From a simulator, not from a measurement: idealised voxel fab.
process module | voxel released beams
cross-section cut | 205 nm wide | cells 5 nm
A cross-section is a grid of square cells, given in bands from the top down. A band is one or more rows of cells.
Each band's line starts with the height of the band's top and of its bottom, in nm. Then come its materials from left to right, each with its width in nm. One material with "throughout" fills the band from edge to edge. "air" is empty space.
Height 0 is the level under which the wafer as received is all one material. The lowest band goes on downwards, as in "0 down".
A width such as "30 to 40" changes by the same amount from each row of cells to the next, from the band's top row to its bottom row.
"no change" after a step means that no cell of the cross-section changed.
closed voids: empty space of 8 cells or more with no open way to the top, each as width x height at its distance from the left edge, in nm
after a step's settings: what the simulator itself notes on the step
overlay nm, on a step with a mask: how far to the right of its planned place the mask lay; to the left if negative
plan
1 op RECEIVE | material Si
2 op CONFORMAL_DEP | material Al2O3 | thk nm 10
3 op DIRECTIONAL_DEP | material SiO2 | thk nm 15
4 op PATTERN | tone open | mask id ANCHOR | material resist | width nm 35 | thk nm 20 | overlay nm 0
5 op DIRECTIONAL_ETCH | etch materials SiO2 | depth nm 15
6 op STRIP | etch materials resist
7 op CONFORMAL_DEP | material polySi | thk nm 10
8 op DIRECTIONAL_DEP | material aC | thk nm 10
9 op PATTERN | tone cover | mask id BEAM | material resist | width nm 100 | thk nm 30 | overlay nm 0
10 op DIRECTIONAL_ETCH | etch materials aC | depth nm 10
11 op STRIP | etch materials resist
12 op DIRECTIONAL_ETCH | etch materials polySi | depth nm 10
13 op STRIP | etch materials aC
14 op STRIP | etch materials SiO2
first wafer, as planned
as received, after step 1
  0 down: Si throughout
  closed voids: none
after step 2
  10 to 0: Al2O3 throughout
  below 0: unchanged
after step 3
  25 to 10: SiO2 throughout
  below 10: unchanged
after step 4
  45 to 25: resist 55 | air 35 | resist 115
  below 25: unchanged
after step 5
  45 to 25: resist 55 | air 35 | resist 115
  25 to 10: SiO2 55 | air 35 | SiO2 115
  below 10: unchanged
after step 6
  25 to 10: SiO2 55 | air 35 | SiO2 115
  below 10: unchanged
after step 7
  35 to 25: polySi 65 | air 15 | polySi 125
  25 to 20: SiO2 55 | polySi 10 | air 15 | polySi 10 | SiO2 115
  20 to 10: SiO2 55 | polySi 35 | SiO2 115
  below 10: unchanged
after step 8
  45 to 35: aC 65 | air 15 | aC 125
  35 to 30: polySi 65 | air 15 | polySi 125
  30 to 25: polySi 65 | aC 15 | polySi 125
  25 to 20: SiO2 55 | polySi 10 | aC 15 | polySi 10 | SiO2 115
  below 20: unchanged
after step 9
  75 to 45: air 50 | resist 100 | air 55
  45 to 35: aC 65 | resist 15 | aC 125
  35 to 30: polySi 65 | resist 15 | polySi 125
  below 30: unchanged
after step 10
  65 to 45: air 50 | resist 100 | air 55
  45 to 35: air 50 | aC 15 | resist 15 | aC 70 | air 55
  below 35: unchanged
after step 11
  45 to 35: air 50 | aC 15 | air 15 | aC 70 | air 55
  35 to 30: polySi 65 | air 15 | polySi 125
  below 30: unchanged
after step 12
  45 to 35: air 50 | aC 15 | air 15 | aC 70 | air 55
  35 to 30: air 50 | polySi 15 | air 15 | polySi 70 | air 55
  30 to 25: air 50 | polySi 15 | aC 15 | polySi 70 | air 55
  below 25: unchanged
after step 13
  35 to 25: air 50 | polySi 15 | air 15 | polySi 70 | air 55
  25 to 20: SiO2 55 | polySi 10 | air 15 | polySi 10 | SiO2 115
  below 20: unchanged
after step 14
  35 to 25: air 50 | polySi 15 | air 15 | polySi 70 | air 55
  25 to 20: air 55 | polySi 10 | air 15 | polySi 10 | air 115
  20 to 10: air 55 | polySi 35 | air 115
  below 10: unchanged
second wafer: like start, like plan, one mistake. Through step 3 it matches the first wafer
when step 4 should have ended
  45 to 25: resist 60 | air 25 | resist 120
  below 25: unchanged
when step 5 should have ended
  45 to 25: resist 60 | air 25 | resist 120
  25 to 10: SiO2 60 | air 25 | SiO2 120
  below 10: unchanged
when step 6 should have ended
  25 to 10: SiO2 60 | air 25 | SiO2 120
  below 10: unchanged
when step 7 should have ended
  35 to 25: polySi 70 | air 5 | polySi 130
  25 to 20: SiO2 60 | polySi 10 | air 5 | polySi 10 | SiO2 120
  20 to 10: SiO2 60 | polySi 25 | SiO2 120
  below 10: unchanged
when step 8 should have ended
  45 to 35: aC 70 | air 5 | aC 130
  35 to 30: polySi 70 | air 5 | polySi 130
  30 to 25: polySi 70 | aC 5 | polySi 130
  25 to 20: SiO2 60 | polySi 10 | aC 5 | polySi 10 | SiO2 120
  below 20: unchanged
when step 9 should have ended
  75 to 45: air 50 | resist 100 | air 55
  45 to 35: aC 70 | resist 5 | aC 130
  35 to 30: polySi 70 | resist 5 | polySi 130
  below 30: unchanged
when step 10 should have ended
  65 to 45: air 50 | resist 100 | air 55
  45 to 35: air 50 | aC 20 | resist 5 | aC 75 | air 55
  below 35: unchanged
when step 11 should have ended
  45 to 35: air 50 | aC 20 | air 5 | aC 75 | air 55
  35 to 30: polySi 70 | air 5 | polySi 130
  below 30: unchanged
when step 12 should have ended
  45 to 35: air 50 | aC 20 | air 5 | aC 75 | air 55
  35 to 30: air 50 | polySi 20 | air 5 | polySi 75 | air 55
  30 to 25: air 50 | polySi 20 | aC 5 | polySi 75 | air 55
  below 25: unchanged
when step 13 should have ended
  35 to 25: air 50 | polySi 20 | air 5 | polySi 75 | air 55
  25 to 20: SiO2 60 | polySi 10 | air 5 | polySi 10 | SiO2 120
  below 20: unchanged
when step 14 should have ended
  35 to 25: air 50 | polySi 20 | air 5 | polySi 75 | air 55
  25 to 20: air 60 | polySi 10 | air 5 | polySi 10 | air 120
  20 to 10: air 60 | polySi 25 | air 120
  below 10: unchanged
what went wrong: step 4 ran as: op PATTERN | tone open | mask id ANCHOR | material resist | width nm 25 | thk nm 20 | overlay nm 0
at the end the second wafer has, in cells: as many of each material as the first, in other places
